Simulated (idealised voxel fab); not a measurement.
process module | voxel tone inversion
cross-section cut | 175 nm wide | cells 5 nm
A cross-section is a grid of square cells, given in bands from the top down. A band is one or more rows of cells.
Each band's line starts with the height of the band's top and of its bottom, in nm. Then come its materials from left to right, each with its width in nm. One material with "throughout" fills the band from edge to edge. "air" is empty space.
Height 0 is the level under which the wafer as received is all one material. The lowest band goes on downwards, as in "0 down".
A width such as "30 to 40" changes by the same amount from each row of cells to the next, from the band's top row to its bottom row.
"no change" after a step means that no cell of the cross-section changed.
closed voids: empty space of 8 cells or more with no open way to the top, each as width x height at its distance from the left edge, in nm
after a step's settings: what the simulator itself notes on the step
overlay nm, on a step with a mask: how far to the right of its planned place the mask lay; to the left if negative
plan
1 op RECEIVE | material Si
2 op CONFORMAL_DEP | material SiCN | thk nm 10
3 op DIRECTIONAL_DEP | material polySi | thk nm 25
4 op PATTERN | tone cover | mask id POSTS | material resist | width nm 25 | pitch nm 50 | thk nm 35 | overlay nm 0
5 op DIRECTIONAL_ETCH | etch materials polySi | depth nm 25
6 op STRIP | etch materials resist
7 op FILL_DEP | material SiO2 | thk nm 10
8 op CMP | height nm 35
9 op STRIP | etch materials polySi
10 op CONFORMAL_DEP | material TiN | thk nm 5
11 op FILL_DEP | material Cu | thk nm 10
12 op CMP | height nm 35
13 op CONFORMAL_DEP | material SiCN | thk nm 5
as received, after step 1
  0 down: Si throughout
  closed voids: none
a wafer at the end: this start, this plan, one mistake
  40 to 35: SiCN throughout
  35 to 30: SiO2 throughout
  30 to 5: SiO2 25 | polySi 25 | SiO2 25 | polySi 25 | SiO2 25 | polySi 25 | SiO2 25
  5 to 0: SiCN throughout
  0 down: Si throughout
  closed voids: none
what went wrong: step 2 ran as: op CONFORMAL_DEP | material SiCN | thk nm 5
